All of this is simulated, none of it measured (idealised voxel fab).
Proc. module: voxel fin reveal
FYI the section here is cut, 160 nm wide, cells are 5 nm squares.
A cross-section is written here as square cells arranged in a grid, and it is given in bands from the top down, each band taking up one or more rows of cells. Top height, bottom height, nm. Materials left to right, width each, nm. Single material + "everywhere" = fills band edge to edge. "air" = empty. Heights are measured from 0, the level below which the as-received wafer is all one material; the lowest band has no bottom and continues downward, written as in "0 and below". Quick explanation for "30 to 40": the width changes in equal steps down the rows of cells, from the first number in the band's top row to the second number in its bottom row. Any step labelled "no change occurred" changed none of the cells in the cross-section. So "Sealed void listing" is basically the list of trapped voids: any empty space of 8 cells or more that can't reach the top through an opening. They're written width x height at distance, the distance being from the left edge, and it's all nm. On each step's line, the part that comes after the settings is the simulator's own comment on the step. overlay nm, on a step with a mask: how far to the right of its planned place the mask lay; to the left if negative.

[Planned step list for the process]
1 RECEIVE: material Si
2 CONFORMAL_DEP: material SiN, thk nm 10
3 DIRECTIONAL_DEP: material aC, thk nm 15
4 PATTERN: tone cover, mask id FINS, material resist, width nm 15, pitch nm 40, thk nm 35, overlay nm 0
5 DIRECTIONAL_ETCH: etch materials aC, depth nm 15
6 STRIP: etch materials resist
7 DIRECTIONAL_ETCH: etch materials SiN, depth nm 10
8 DIRECTIONAL_ETCH: etch materials Si, depth nm 30
9 STRIP: etch materials aC
10 FILL_DEP: material SiO2, thk nm 15
11 CMP: height nm 0
12 SELECTIVE_ETCH: etch materials SiO2, depth nm 25
13 STRIP: etch materials SiN
14 CONFORMAL_DEP: material HfO2, thk nm 5
What sets these wafers apart? The height nm at step 11. They all start alike, and the plan carries the first wafer's value.

[The first of several wafers as received, shown in cross-section; this is its state after step 1]
* 0 and below | Si everywhere
* Sealed void listing: none

[Cross-section after step 14, the final step of the module, for the first of several wafers]
* 5 down to 0 | 25 air, then 25 HfO2, then 15 air, then 25 HfO2, then 15 air, then 25 HfO2, then 30 air
* 0 down to -20 | 25 air, then 5 HfO2, then 15 Si, then 5 HfO2, then 15 air, then 5 HfO2, then 15 Si, then 5 HfO2, then 15 air, then 5 HfO2, then 15 Si, then 5 HfO2, then 30 air
* -20 down to -25 | 30 HfO2, then 15 Si, then 25 HfO2, then 15 Si, then 25 HfO2, then 15 Si, then 35 HfO2
* -25 down to -30 | 30 SiO2, then 15 Si, then 25 SiO2, then 15 Si, then 25 SiO2, then 15 Si, then 35 SiO2
* -30 and below | Si everywhere
* Sealed void listing: none

[Showing the last wafer in cross-section at the end of the module]
* 5 down to 0 | HfO2 everywhere
* 0 down to -30 | 30 SiO2, then 15 Si, then 25 SiO2, then 15 Si, then 25 SiO2, then 15 Si, then 35 SiO2
* -30 and below | Si everywhere
* Sealed void listing: none

[Table: wafers, a row each; end-of-module cell change per material since receipt, gain (+), loss (-); then closed voids]
height nm 0 | +62 HfO2 | -138 Si | +23 SiO2 | Sealed void listing: none
height nm 5 | +56 HfO2 | -138 Si | +46 SiO2 | Sealed void listing: none
height nm 10 | +50 HfO2 | -138 Si | +69 SiO2 | Sealed void listing: none
height nm 15 | +44 HfO2 | -138 Si | +92 SiO2 | Sealed void listing: none
height nm 20 | +38 HfO2 | -138 Si | +115 SiO2 | Sealed void listing: none
height nm 25 | +32 HfO2 | -138 Si | +138 SiO2 | Sealed void listing: none
